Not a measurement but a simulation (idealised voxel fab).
process module | voxel air gaps
cross-section cut | 205 nm wide | cells 5 nm
A cross-section is a grid of square cells, given in bands from the top down. A band is one or more rows of cells.
Each band's line starts with the height of the band's top and of its bottom, in nm. Then come its materials from left to right, each with its width in nm. One material with "throughout" fills the band from edge to edge. "air" is empty space.
Height 0 is the level under which the wafer as received is all one material. The lowest band goes on downwards, as in "0 down".
A width such as "30 to 40" changes by the same amount from each row of cells to the next, from the band's top row to its bottom row.
"no change" after a step means that no cell of the cross-section changed.
closed voids: empty space of 8 cells or more with no open way to the top, each as width x height at its distance from the left edge, in nm
after a step's settings: what the simulator itself notes on the step
overlay nm, on a step with a mask: how far to the right of its planned place the mask lay; to the left if negative
plan
1 op RECEIVE | material Si
2 op CONFORMAL_DEP | material SiO2 | thk nm 15
3 op CONFORMAL_DEP | material SiN | thk nm 5
4 op DIRECTIONAL_DEP | material lowk | thk nm 40
5 op DIRECTIONAL_DEP | material aC | thk nm 15
6 op PATTERN | tone open | mask id LINES | material resist | width nm 25 | pitch nm 50 | thk nm 30 | overlay nm 0
7 op DIRECTIONAL_ETCH | etch materials aC | depth nm 15
8 op STRIP | etch materials resist
9 op DIRECTIONAL_ETCH | etch materials lowk | depth nm 40
10 op STRIP | etch materials aC
11 op CONFORMAL_DEP | material TiN | thk nm 5
12 op FILL_DEP | material W | thk nm 10
13 op CMP | height nm 60
14 op EPI | material Ru | thk nm 10
15 op SELECTIVE_ETCH | etch materials lowk | depth nm 50
16 op CONFORMAL_DEP | material SiCN | thk nm 5
as received, after step 1
  0 down: Si throughout
  closed voids: none
first wafer at the end, as planned
  75 to 70: air 25 | SiCN 155 | air 25
  70 to 60: air 25 | SiCN 5 | Ru 45 | SiCN 5 | Ru 45 | SiCN 5 | Ru 45 | SiCN 5 | air 25
  60 to 55: air 25 | SiCN 15 | TiN 5 | W 15 | TiN 5 | SiCN 25 | TiN 5 | W 15 | TiN 5 | SiCN 25 | TiN 5 | W 15 | TiN 5 | SiCN 15 | air 25
  55 to 25: air 35 | SiCN 5 | TiN 5 | W 15 | TiN 5 | SiCN 5 | air 15 | SiCN 5 | TiN 5 | W 15 | TiN 5 | SiCN 5 | air 15 | SiCN 5 | TiN 5 | W 15 | TiN 5 | SiCN 5 | air 35
  25 to 20: SiCN 40 | TiN 25 | SiCN 25 | TiN 25 | SiCN 25 | TiN 25 | SiCN 40
  20 to 15: SiN throughout
  15 to 0: SiO2 throughout
  0 down: Si throughout
  closed voids: 15 x 30 at 70; 15 x 30 at 120
second wafer at the end: like start, like plan, one mistake
  75 to 70: air 20 | SiCN 165 | air 20
  70 to 60: air 20 | SiCN 5 | Ru 155 | SiCN 5 | air 20
  60 to 55: air 20 | SiCN 15 | TiN 5 | W 25 | TiN 5 | lowk 15 | TiN 5 | W 25 | TiN 5 | lowk 15 | TiN 5 | W 25 | TiN 5 | SiCN 15 | air 20
  55 to 25: air 30 | SiCN 5 | TiN 5 | W 25 | TiN 5 | lowk 15 | TiN 5 | W 25 | TiN 5 | lowk 15 | TiN 5 | W 25 | TiN 5 | SiCN 5 | air 30
  25 to 20: SiCN 35 | TiN 35 | lowk 15 | TiN 35 | lowk 15 | TiN 35 | SiCN 35
  20 to 15: SiN throughout
  15 to 0: SiO2 throughout
  0 down: Si throughout
  closed voids: none
what went wrong: step 6 ran as: op PATTERN | tone open | mask id LINES | material resist | width nm 35 | pitch nm 50 | thk nm 30 | overlay nm 0
at the end the second wafer has, in cells: 8 more of Ru | 48 fewer of SiCN | 6 more of TiN | 42 more of W | 48 more of lowk
closed voids at the end (first wafer, second wafer): 2, 0
